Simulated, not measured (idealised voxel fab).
process module | voxel ribs on slabs
cross-section cut | 290 nm wide | cells 5 nm
A cross-section is a grid of square cells, given in bands from the top down. A band is one or more rows of cells.
Each band's line starts with the height of the band's top and of its bottom, in nm. Then come its materials from left to right, each with its width in nm. One material with "throughout" fills the band from edge to edge. "air" is empty space.
Height 0 is the level under which the wafer as received is all one material. The lowest band goes on downwards, as in "0 down".
A width such as "30 to 40" changes by the same amount from each row of cells to the next, from the band's top row to its bottom row.
"no change" after a step means that no cell of the cross-section changed.
closed voids: empty space of 8 cells or more with no open way to the top, each as width x height at its distance from the left edge, in nm
after a step's settings: what the simulator itself notes on the step
overlay nm, on a step with a mask: how far to the right of its planned place the mask lay; to the left if negative
plan
1 op RECEIVE | material Si
2 op DIRECTIONAL_DEP | material SiO2 | thk nm 25
3 op DIRECTIONAL_DEP | material SiN | thk nm 20
4 op DIRECTIONAL_DEP | material aC | thk nm 10
5 op PATTERN | tone cover | mask id RIB | material resist | width nm 30 | thk nm 30 | overlay nm 0
6 op DIRECTIONAL_ETCH | etch materials aC | depth nm 10
7 op STRIP | etch materials resist
8 op DIRECTIONAL_ETCH | etch materials SiN | depth nm 5
9 op STRIP | etch materials aC
10 op PATTERN | tone cover | mask id SLAB | material resist | width nm 90 | thk nm 15 | overlay nm 0
11 op DIRECTIONAL_ETCH | etch materials SiN | depth nm 15
12 op STRIP | etch materials resist
13 op FILL_DEP | material SiO2 | thk nm 20
14 op CMP | height nm 60
15 op DIRECTIONAL_DEP | material TiN | thk nm 10
16 op DIRECTIONAL_DEP | material aC | thk nm 10
17 op PATTERN | tone cover | mask id HEATER | material resist | width nm 40 | thk nm 25 | overlay nm 0
18 op DIRECTIONAL_ETCH | etch materials aC | depth nm 10
19 op STRIP | etch materials resist
20 op DIRECTIONAL_ETCH | etch materials TiN | depth nm 10
21 op STRIP | etch materials aC
22 op CONFORMAL_DEP | material SiN | thk nm 5
as received, after step 1
  0 down: Si throughout
  closed voids: none
first wafer at the end, as planned
  75 to 70: air 120 | SiN 50 | air 120
  70 to 65: air 120 | SiN 5 | TiN 40 | SiN 5 | air 120
  65 to 60: SiN 125 | TiN 40 | SiN 125
  60 to 45: SiO2 throughout
  45 to 40: SiO2 130 | SiN 30 | SiO2 130
  40 to 25: SiO2 100 | SiN 90 | SiO2 100
  25 to 0: SiO2 throughout
  0 down: Si throughout
  closed voids: none
second wafer at the end: like start, like plan, one mistake
  70 to 60: air 125 | TiN 40 | air 125
  60 to 45: SiO2 throughout
  45 to 40: SiO2 130 | SiN 30 | SiO2 130
  40 to 25: SiO2 100 | SiN 90 | SiO2 100
  25 to 0: SiO2 throughout
  0 down: Si throughout
  closed voids: none
what went wrong: step 22 was left out
at the end the second wafer has, in cells: 62 fewer of SiN
